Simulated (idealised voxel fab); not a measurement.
Process module in this document: voxel self aligned vias
The cross-section shown here is cut; it is 255 nm wide and divided into square cells measuring 5 nm on a side.
A cross-section is a grid of square cells, given in bands from the top down. A band is one or more rows of cells.
The entry gives the band's vertical extent as a top height and a bottom height in nm, then its horizontal make-up as materials from left to right, each with a width in nm. "blank" stands for empty space; a single material marked "everywhere" fills the band edge to edge.
Below 0: as-received wafer, all one material; heights counted from there. Lowest band: no bottom, goes on down, written "0..down".
Width spec "30->40" -> top row of cells at first value, bottom row at second value, equal per-row change in between.
Take "no change occurred" at face value: in the step it is given for, the cross-section changed in none of its cells.
Each empty space that has no open way to the top and spans at least 8 cells appears under "Enclosed internal voids" as width x height at distance, the distance counted from the left edge, all in nm.
Post-settings text on a step line: simulator's own remark regarding the step.
The optional step-line setting "overlay nm" applies to steps with a mask and quantifies how far to the right of its planned location the mask lay, a negative value indicating leftward placement.

Intended process steps
1) RECEIVE, material Si
2) CONFORMAL_DEP, material SiO2, thk nm 10
3) CONFORMAL_DEP, material SiCN, thk nm 5
4) DIRECTIONAL_DEP, material SiO2, thk nm 25
5) DIRECTIONAL_DEP, material aC, thk nm 15
6) PATTERN, tone open, mask id LINES, material resist, width nm 25, pitch nm 75, thk nm 30, overlay nm 0
7) DIRECTIONAL_ETCH, etch materials aC, depth nm 15
8) STRIP, etch materials resist
9) DIRECTIONAL_ETCH, etch materials SiO2, depth nm 25
10) STRIP, etch materials aC
11) CONFORMAL_DEP, material TiN, thk nm 5
12) FILL_DEP, material Ru, thk nm 5
13) CMP, height nm 40
14) SELECTIVE_ETCH, etch materials W Ru TiN, depth nm 10
15) FILL_DEP, material SiN, thk nm 5
16) CMP, height nm 40
17) DIRECTIONAL_DEP, material SiO2, thk nm 15
18) PATTERN, tone open, mask id VIAS, material resist, width nm 45, pitch nm 150, thk nm 15, overlay nm 0
19) DIRECTIONAL_ETCH, etch materials SiO2, depth nm 15
20) DIRECTIONAL_ETCH, etch materials SiN, depth nm 10
21) STRIP, etch materials resist
22) CONFORMAL_DEP, material TiN, thk nm 5
23) FILL_DEP, material Cu, thk nm 10
24) CMP, height nm 55
25) CONFORMAL_DEP, material SiN, thk nm 5

Wafer, first of two, run as planned

Here's what the wafer looked like in cross-section when it arrived - that's after step 1
- 0..down: Si everywhere
- Enclosed internal voids: none

After step 2
- 10..0: SiO2 everywhere
- Everything below 0 is unchanged.

After step 3
- 15..10: SiCN everywhere
- Everything below 10 is unchanged.

After step 4
- 40..15: SiO2 everywhere
- Everything below 15 is unchanged.

After step 5
- 55..40: aC everywhere
- Everything below 40 is unchanged.

After step 6
- 85..55: resist (40), then blank (25), then resist (50), then blank (25), then resist (50), then blank (25), then resist (40)
- Everything below 55 is unchanged.

After step 7
- 70..55: resist (40), then blank (25), then resist (50), then blank (25), then resist (50), then blank (25), then resist (40)
- 55..40: aC (40), then blank (25), then aC (50), then blank (25), then aC (50), then blank (25), then aC (40)
- Everything below 40 is unchanged.

After step 8
- 55..40: aC (40), then blank (25), then aC (50), then blank (25), then aC (50), then blank (25), then aC (40)
- Everything below 40 is unchanged.

After step 9
- 55..40: aC (40), then blank (25), then aC (50), then blank (25), then aC (50), then blank (25), then aC (40)
- 40..15: SiO2 (40), then blank (25), then SiO2 (50), then blank (25), then SiO2 (50), then blank (25), then SiO2 (40)
- Everything below 15 is unchanged.

After step 10
- 40..15: SiO2 (40), then blank (25), then SiO2 (50), then blank (25), then SiO2 (50), then blank (25), then SiO2 (40)
- Everything below 15 is unchanged.

After step 11
- 45..40: TiN (45), then blank (15), then TiN (60), then blank (15), then TiN (60), then blank (15), then TiN (45)
- 40..20: SiO2 (40), then TiN (5), then blank (15), then TiN (5), then SiO2 (50), then TiN (5), then blank (15), then TiN (5), then SiO2 (50), then TiN (5), then blank (15), then TiN (5), then SiO2 (40)
- 20..15: SiO2 (40), then TiN (25), then SiO2 (50), then TiN (25), then SiO2 (50), then TiN (25), then SiO2 (40)
- Everything below 15 is unchanged.

After step 12
- 50..45: Ru everywhere
- 45..40: TiN (45), then Ru (15), then TiN (60), then Ru (15), then TiN (60), then Ru (15), then TiN (45)
- 40..20: SiO2 (40), then TiN (5), then Ru (15), then TiN (5), then SiO2 (50), then TiN (5), then Ru (15), then TiN (5), then SiO2 (50), then TiN (5), then Ru (15), then TiN (5), then SiO2 (40)
- Everything below 20 is unchanged.

After step 13
- 40..20: SiO2 (40), then TiN (5), then Ru (15), then TiN (5), then SiO2 (50), then TiN (5), then Ru (15), then TiN (5), then SiO2 (50), then TiN (5), then Ru (15), then TiN (5), then SiO2 (40)
- Everything below 20 is unchanged.

After step 14
- 40..30: SiO2 (40), then blank (25), then SiO2 (50), then blank (25), then SiO2 (50), then blank (25), then SiO2 (40)
- Everything below 30 is unchanged.

After step 15
- 45..40: SiN everywhere
- 40..30: SiO2 (40), then SiN (25), then SiO2 (50), then SiN (25), then SiO2 (50), then SiN (25), then SiO2 (40)
- Everything below 30 is unchanged.

After step 16
- 40..30: SiO2 (40), then SiN (25), then SiO2 (50), then SiN (25), then SiO2 (50), then SiN (25), then SiO2 (40)
- Everything below 30 is unchanged.

After step 17
- 55..40: SiO2 everywhere
- Everything below 40 is unchanged.

After step 18
- 70..55: resist (30), then blank (45), then resist (105), then blank (45), then resist (30)
- Everything below 55 is unchanged.

After step 19
- 70..55: resist (30), then blank (45), then resist (105), then blank (45), then resist (30)
- 55..40: SiO2 (30), then blank (45), then SiO2 (105), then blank (45), then SiO2 (30)
- Everything below 40 is unchanged.

After step 20
- 70..55: resist (30), then blank (45), then resist (105), then blank (45), then resist (30)
- 55..40: SiO2 (30), then blank (45), then SiO2 (105), then blank (45), then SiO2 (30)
- 40..30: SiO2 (40), then blank (25), then SiO2 (50), then SiN (25), then SiO2 (50), then blank (25), then SiO2 (40)
- Everything below 30 is unchanged.

After step 21
- 55..40: SiO2 (30), then blank (45), then SiO2 (105), then blank (45), then SiO2 (30)
- Everything below 40 is unchanged.

After step 22
- 60..55: TiN (35), then blank (35), then TiN (115), then blank (35), then TiN (35)
- 55..45: SiO2 (30), then TiN (5), then blank (35), then TiN (5), then SiO2 (105), then TiN (5), then blank (35), then TiN (5), then SiO2 (30)
- 45..40: SiO2 (30), then TiN (15), then blank (15), then TiN (15), then SiO2 (105), then TiN (15), then blank (15), then TiN (15), then SiO2 (30)
- 40..35: SiO2 (40), then TiN (5), then blank (15), then TiN (5), then SiO2 (50), then SiN (25), then SiO2 (50), then TiN (5), then blank (15), then TiN (5), then SiO2 (40)
- 35..30: SiO2 (40), then TiN (25), then SiO2 (50), then SiN (25), then SiO2 (50), then TiN (25), then SiO2 (40)
- Everything below 30 is unchanged.

After step 23
- 70..60: Cu everywhere
- 60..55: TiN (35), then Cu (35), then TiN (115), then Cu (35), then TiN (35)
- 55..45: SiO2 (30), then TiN (5), then Cu (35), then TiN (5), then SiO2 (105), then TiN (5), then Cu (35), then TiN (5), then SiO2 (30)
- 45..40: SiO2 (30), then TiN (15), then Cu (15), then TiN (15), then SiO2 (105), then TiN (15), then Cu (15), then TiN (15), then SiO2 (30)
- 40..35: SiO2 (40), then TiN (5), then Cu (15), then TiN (5), then SiO2 (50), then SiN (25), then SiO2 (50), then TiN (5), then Cu (15), then TiN (5), then SiO2 (40)
- Everything below 35 is unchanged.

After step 24
- 55..45: SiO2 (30), then TiN (5), then Cu (35), then TiN (5), then SiO2 (105), then TiN (5), then Cu (35), then TiN (5), then SiO2 (30)
- Everything below 45 is unchanged.

After step 25
- 60..55: SiN everywhere
- Everything below 55 is unchanged.

The second wafer began exactly as the first did and followed the same plan, but one mistake was made while running it; through step 23 inclusive, the two wafers are identical

When step 24 should have ended
- 45..40: SiO2 (30), then TiN (15), then Cu (15), then TiN (15), then SiO2 (105), then TiN (15), then Cu (15), then TiN (15), then SiO2 (30)
- Everything below 40 is unchanged.

When step 25 should have ended
- 50..45: SiN everywhere
- Everything below 45 is unchanged.
Which mistake was made when the wafer was run? for step 24, the planned setting was not used; the step was instead run as CMP, height nm 45
Looking at both finished wafers in cells, the second ends up ahead of or behind the first on some materials: 28 fewer of Cu, 66 fewer of SiO2, 8 fewer of TiN
